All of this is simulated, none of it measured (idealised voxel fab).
process module | voxel released beams
For reference, the cross-section in this document is cut, with width 165 nm and square cells of 5 nm.
How to read a cross-section here: the picture is a grid of square cells, written as bands going from the top down, and any band can span one or more rows of cells.
In this notation a band is specified by the heights of its top and bottom, in that order and in nm, after which its materials appear from left to right, each paired with its width in nm. The word "all across" attached to a single material means that material fills the band from edge to edge; the word "air" stands for empty space.
Heights are measured from 0, the level below which the as-received wafer is all one material; the lowest band has no bottom and continues downward, written as in "0 -> down".
It should be noted that a width expressed as "30..40" varies in equal increments from row to row of cells within the band, taking the value of the first number at the top row and that of the second number at the bottom row.
Where the words "everything unchanged" appear for a step, the cross-section shows no cell changed by that step; every cell remained as before.
Reported under the label "Entrapped voids" are the empty spaces having no open way to the top and comprising 8 cells or more; the notation for each is width x height at distance, in which the distance is measured from the left edge and all three values are in nm.
Formally, on a step line, whatever follows the settings is a remark that the simulator itself makes on the step.
The optional step-line setting "overlay nm" applies to steps with a mask and quantifies how far to the right of its planned location the mask lay, a negative value indicating leftward placement.

# Intended process steps
1 op RECEIVE | material Si
2 op CONFORMAL_DEP | material SiN | thk nm 5
3 op DIRECTIONAL_DEP | material SiO2 | thk nm 20
4 op MASKED_ETCH | tone open | mask id ANCHOR | width nm 35 | etch materials SiO2 | depth nm 20 | overlay nm 0
5 op CONFORMAL_DEP | material polySi | thk nm 15
6 op MASKED_ETCH | tone cover | mask id BEAM | width nm 95 | etch materials polySi | depth nm 15 | overlay nm 0
7 op STRIP | etch materials SiO2

# as received, after step 1
  0 -> down = Si all across
  Entrapped voids: none

# Module complete, cross-section. Starting point and plan per above. One mistake made in running the module
  20 -> 5 = 30 of air, then 95 of polySi, then 40 of air
  5 -> 0 = SiN all across
  0 -> down = Si all across
  Entrapped voids: none
Plan not followed: skipped: plan step 3 (never run)
